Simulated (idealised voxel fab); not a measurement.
process module | voxel trench capacitor
cross-section cut | 260 nm wide | cells 5 nm
A cross-section is a grid of square cells, given in bands from the top down. A band is one or more rows of cells.
Each band's line starts with the height of the band's top and of its bottom, in nm. Then come its materials from left to right, each with its width in nm. One material with "throughout" fills the band from edge to edge. "air" is empty space.
Height 0 is the level under which the wafer as received is all one material. The lowest band goes on downwards, as in "0 down".
A width such as "30 to 40" changes by the same amount from each row of cells to the next, from the band's top row to its bottom row.
"no change" after a step means that no cell of the cross-section changed.
closed voids: empty space of 8 cells or more with no open way to the top, each as width x height at its distance from the left edge, in nm
after a step's settings: what the simulator itself notes on the step
overlay nm, on a step with a mask: how far to the right of its planned place the mask lay; to the left if negative
plan
1 op RECEIVE | material Si
2 op CONFORMAL_DEP | material SiN | thk nm 10
3 op PATTERN | tone open | mask id TRENCH | material resist | width nm 25 | pitch nm 45 | thk nm 15 | overlay nm 0
4 op DIRECTIONAL_ETCH | etch materials SiN | depth nm 10
5 op DIRECTIONAL_ETCH | etch materials Si | depth nm 40
6 op STRIP | etch materials resist
7 op CONFORMAL_DEP | material Al2O3 | thk nm 5
8 op CONFORMAL_DEP | material TiN | thk nm 5
9 op FILL_DEP | material W | thk nm 5
10 op CMP | height nm 10
as received, after step 1
  0 down: Si throughout
  closed voids: none
a wafer at the end: this start, this plan, one mistake
  10 to 0: SiN 50 | TiN 10 | W 5 | TiN 10 | SiN 20 | TiN 10 | W 5 | TiN 10 | SiN 20 | TiN 10 | W 5 | TiN 10 | SiN 20 | TiN 10 | W 5 | TiN 10 | SiN 50
  0 to -30: Si 50 | TiN 10 | W 5 | TiN 10 | Si 20 | TiN 10 | W 5 | TiN 10 | Si 20 | TiN 10 | W 5 | TiN 10 | Si 20 | TiN 10 | W 5 | TiN 10 | Si 50
  -30 to -40: Si 50 | TiN 25 | Si 20 | TiN 25 | Si 20 | TiN 25 | Si 20 | TiN 25 | Si 50
  -40 down: Si throughout
  closed voids: none
what went wrong: step 7 ran as: op CONFORMAL_DEP | material TiN | thk nm 5
